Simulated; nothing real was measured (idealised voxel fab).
process module | voxel self aligned contacts
cross-section cut | 215 nm wide | cells 5 nm
A cross-section is a grid of square cells, given in bands from the top down. A band is one or more rows of cells.
Each band's line starts with the height of the band's top and of its bottom, in nm. Then come its materials from left to right, each with its width in nm. One material with "throughout" fills the band from edge to edge. "air" is empty space.
Height 0 is the level under which the wafer as received is all one material. The lowest band goes on downwards, as in "0 down".
A width such as "30 to 40" changes by the same amount from each row of cells to the next, from the band's top row to its bottom row.
"no change" after a step means that no cell of the cross-section changed.
closed voids: empty space of 8 cells or more with no open way to the top, each as width x height at its distance from the left edge, in nm
after a step's settings: what the simulator itself notes on the step
overlay nm, on a step with a mask: how far to the right of its planned place the mask lay; to the left if negative
plan
1 op RECEIVE | material Si
2 op CONFORMAL_DEP | material SiO2 | thk nm 5
3 op DIRECTIONAL_DEP | material polySi | thk nm 20
4 op DIRECTIONAL_DEP | material SiN | thk nm 25
5 op PATTERN | tone cover | mask id GATE | material resist | width nm 25 | pitch nm 60 | thk nm 15 | overlay nm 0
6 op DIRECTIONAL_ETCH | etch materials SiN | depth nm 25
7 op DIRECTIONAL_ETCH | etch materials polySi | depth nm 20
8 op STRIP | etch materials resist
9 op CONFORMAL_DEP | material SiN | thk nm 10
10 op DIRECTIONAL_ETCH | etch materials SiN | depth nm 10
11 op FILL_DEP | material SiO2 | thk nm 15
12 op CMP | height nm 60
13 op DIRECTIONAL_DEP | material aC | thk nm 15
14 op PATTERN | tone open | mask id CONTACT | material resist | width nm 45 | pitch nm 60 | thk nm 30 | overlay nm 0
15 op DIRECTIONAL_ETCH | etch materials aC | depth nm 15
16 op STRIP | etch materials resist
17 op DIRECTIONAL_ETCH | etch materials SiO2 | depth nm 60
18 op STRIP | etch materials aC
19 op CONFORMAL_DEP | material TiN | thk nm 5
20 op FILL_DEP | material W | thk nm 5
21 op CMP | height nm 60
22 op CONFORMAL_DEP | material SiCN | thk nm 5
first wafer, as planned
as received, after step 1
  0 down: Si throughout
  closed voids: none
after step 2
  5 to 0: SiO2 throughout
  below 0: unchanged
after step 3
  25 to 5: polySi throughout
  below 5: unchanged
after step 4
  50 to 25: SiN throughout
  below 25: unchanged
after step 5
  65 to 50: air 35 | resist 25 | air 35 | resist 25 | air 35 | resist 25 | air 35
  below 50: unchanged
after step 6
  65 to 50: air 35 | resist 25 | air 35 | resist 25 | air 35 | resist 25 | air 35
  50 to 25: air 35 | SiN 25 | air 35 | SiN 25 | air 35 | SiN 25 | air 35
  below 25: unchanged
after step 7
  65 to 50: air 35 | resist 25 | air 35 | resist 25 | air 35 | resist 25 | air 35
  50 to 25: air 35 | SiN 25 | air 35 | SiN 25 | air 35 | SiN 25 | air 35
  25 to 5: air 35 | polySi 25 | air 35 | polySi 25 | air 35 | polySi 25 | air 35
  below 5: unchanged
after step 8
  50 to 25: air 35 | SiN 25 | air 35 | SiN 25 | air 35 | SiN 25 | air 35
  below 25: unchanged
after step 9
  60 to 25: air 25 | SiN 45 | air 15 | SiN 45 | air 15 | SiN 45 | air 25
  25 to 15: air 25 | SiN 10 | polySi 25 | SiN 10 | air 15 | SiN 10 | polySi 25 | SiN 10 | air 15 | SiN 10 | polySi 25 | SiN 10 | air 25
  15 to 5: SiN 35 | polySi 25 | SiN 35 | polySi 25 | SiN 35 | polySi 25 | SiN 35
  below 5: unchanged
after step 10
  50 to 25: air 25 | SiN 45 | air 15 | SiN 45 | air 15 | SiN 45 | air 25
  25 to 5: air 25 | SiN 10 | polySi 25 | SiN 10 | air 15 | SiN 10 | polySi 25 | SiN 10 | air 15 | SiN 10 | polySi 25 | SiN 10 | air 25
  below 5: unchanged
after step 11
  65 to 50: SiO2 throughout
  50 to 25: SiO2 25 | SiN 45 | SiO2 15 | SiN 45 | SiO2 15 | SiN 45 | SiO2 25
  25 to 5: SiO2 25 | SiN 10 | polySi 25 | SiN 10 | SiO2 15 | SiN 10 | polySi 25 | SiN 10 | SiO2 15 | SiN 10 | polySi 25 | SiN 10 | SiO2 25
  below 5: unchanged
after step 12
  60 to 50: SiO2 throughout
  below 50: unchanged
after step 13
  75 to 60: aC throughout
  below 60: unchanged
after step 14
  105 to 75: resist 55 | air 45 | resist 15 | air 45 | resist 55
  below 75: unchanged
after step 15
  90 to 75: resist 55 | air 45 | resist 15 | air 45 | resist 55
  75 to 60: aC 55 | air 45 | aC 15 | air 45 | aC 55
  below 60: unchanged
after step 16
  75 to 60: aC 55 | air 45 | aC 15 | air 45 | aC 55
  below 60: unchanged
after step 17
  75 to 60: aC 55 | air 45 | aC 15 | air 45 | aC 55
  60 to 50: SiO2 55 | air 45 | SiO2 15 | air 45 | SiO2 55
  50 to 25: SiO2 25 | SiN 45 | air 15 | SiN 45 | air 15 | SiN 45 | SiO2 25
  25 to 5: SiO2 25 | SiN 10 | polySi 25 | SiN 10 | air 15 | SiN 10 | polySi 25 | SiN 10 | air 15 | SiN 10 | polySi 25 | SiN 10 | SiO2 25
  5 to 0: SiO2 70 | air 15 | SiO2 45 | air 15 | SiO2 70
  below 0: unchanged
after step 18
  60 to 50: SiO2 55 | air 45 | SiO2 15 | air 45 | SiO2 55
  below 50: unchanged
after step 19
  65 to 60: TiN 60 | air 35 | TiN 25 | air 35 | TiN 60
  60 to 50: SiO2 55 | TiN 5 to 20 | air 35 to 5 | TiN 5 to 20 | SiO2 15 | TiN 5 to 20 | air 35 to 5 | TiN 5 to 20 | SiO2 55
  50 to 25: SiO2 25 | SiN 45 | TiN 5 | air 5 | TiN 5 | SiN 45 | TiN 5 | air 5 | TiN 5 | SiN 45 | SiO2 25
  25 to 5: SiO2 25 | SiN 10 | polySi 25 | SiN 10 | TiN 5 | air 5 | TiN 5 | SiN 10 | polySi 25 | SiN 10 | TiN 5 | air 5 | TiN 5 | SiN 10 | polySi 25 | SiN 10 | SiO2 25
  5 to 0: SiO2 70 | TiN 15 | SiO2 45 | TiN 15 | SiO2 70
  below 0: unchanged
after step 20
  70 to 65: W throughout
  65 to 60: TiN 60 | W 35 | TiN 25 | W 35 | TiN 60
  60 to 50: SiO2 55 | TiN 5 to 20 | W 35 to 5 | TiN 5 to 20 | SiO2 15 | TiN 5 to 20 | W 35 to 5 | TiN 5 to 20 | SiO2 55
  50 to 25: SiO2 25 | SiN 45 | TiN 5 | W 5 | TiN 5 | SiN 45 | TiN 5 | W 5 | TiN 5 | SiN 45 | SiO2 25
  25 to 5: SiO2 25 | SiN 10 | polySi 25 | SiN 10 | TiN 5 | W 5 | TiN 5 | SiN 10 | polySi 25 | SiN 10 | TiN 5 | W 5 | TiN 5 | SiN 10 | polySi 25 | SiN 10 | SiO2 25
  below 5: unchanged
after step 21
  60 to 50: SiO2 55 | TiN 5 to 20 | W 35 to 5 | TiN 5 to 20 | SiO2 15 | TiN 5 to 20 | W 35 to 5 | TiN 5 to 20 | SiO2 55
  below 50: unchanged
after step 22
  65 to 60: SiCN throughout
  below 60: unchanged
second wafer: like start, like plan, one mistake. Through step 13 it matches the first wafer
when step 14 should have ended
  105 to 75: resist 50 | air 45 | resist 15 | air 45 | resist 60
  below 75: unchanged
when step 15 should have ended
  90 to 75: resist 50 | air 45 | resist 15 | air 45 | resist 60
  75 to 60: aC 50 | air 45 | aC 15 | air 45 | aC 60
  below 60: unchanged
when step 16 should have ended
  75 to 60: aC 50 | air 45 | aC 15 | air 45 | aC 60
  below 60: unchanged
when step 17 should have ended
  75 to 60: aC 50 | air 45 | aC 15 | air 45 | aC 60
  60 to 50: SiO2 50 | air 45 | SiO2 15 | air 45 | SiO2 60
  50 to 25: SiO2 25 | SiN 45 | air 15 | SiN 45 | air 15 | SiN 45 | SiO2 25
  25 to 5: SiO2 25 | SiN 10 | polySi 25 | SiN 10 | air 15 | SiN 10 | polySi 25 | SiN 10 | air 15 | SiN 10 | polySi 25 | SiN 10 | SiO2 25
  5 to 0: SiO2 70 | air 15 | SiO2 45 | air 15 | SiO2 70
  below 0: unchanged
when step 18 should have ended
  60 to 50: SiO2 50 | air 45 | SiO2 15 | air 45 | SiO2 60
  below 50: unchanged
when step 19 should have ended
  65 to 60: TiN 55 | air 35 | TiN 25 | air 35 | TiN 65
  60 to 50: SiO2 50 | TiN 5 to 25 | air 35 to 5 | TiN 5 to 15 | SiO2 15 | TiN 5 to 25 | air 35 to 5 | TiN 5 to 15 | SiO2 60
  50 to 25: SiO2 25 | SiN 45 | TiN 5 | air 5 | TiN 5 | SiN 45 | TiN 5 | air 5 | TiN 5 | SiN 45 | SiO2 25
  25 to 5: SiO2 25 | SiN 10 | polySi 25 | SiN 10 | TiN 5 | air 5 | TiN 5 | SiN 10 | polySi 25 | SiN 10 | TiN 5 | air 5 | TiN 5 | SiN 10 | polySi 25 | SiN 10 | SiO2 25
  5 to 0: SiO2 70 | TiN 15 | SiO2 45 | TiN 15 | SiO2 70
  below 0: unchanged
when step 20 should have ended
  70 to 65: W throughout
  65 to 60: TiN 55 | W 35 | TiN 25 | W 35 | TiN 65
  60 to 50: SiO2 50 | TiN 5 to 25 | W 35 to 5 | TiN 5 to 15 | SiO2 15 | TiN 5 to 25 | W 35 to 5 | TiN 5 to 15 | SiO2 60
  50 to 25: SiO2 25 | SiN 45 | TiN 5 | W 5 | TiN 5 | SiN 45 | TiN 5 | W 5 | TiN 5 | SiN 45 | SiO2 25
  25 to 5: SiO2 25 | SiN 10 | polySi 25 | SiN 10 | TiN 5 | W 5 | TiN 5 | SiN 10 | polySi 25 | SiN 10 | TiN 5 | W 5 | TiN 5 | SiN 10 | polySi 25 | SiN 10 | SiO2 25
  below 5: unchanged
when step 21 should have ended
  60 to 50: SiO2 50 | TiN 5 to 25 | W 35 to 5 | TiN 5 to 15 | SiO2 15 | TiN 5 to 25 | W 35 to 5 | TiN 5 to 15 | SiO2 60
  below 50: unchanged
when step 22 should have ended
  65 to 60: SiCN throughout
  below 60: unchanged
what went wrong: step 14 ran as: op PATTERN | tone open | mask id CONTACT | material resist | width nm 45 | pitch nm 60 | thk nm 30 | overlay nm -5
at the end the second wafer has, in cells: as many of each material as the first, in other places
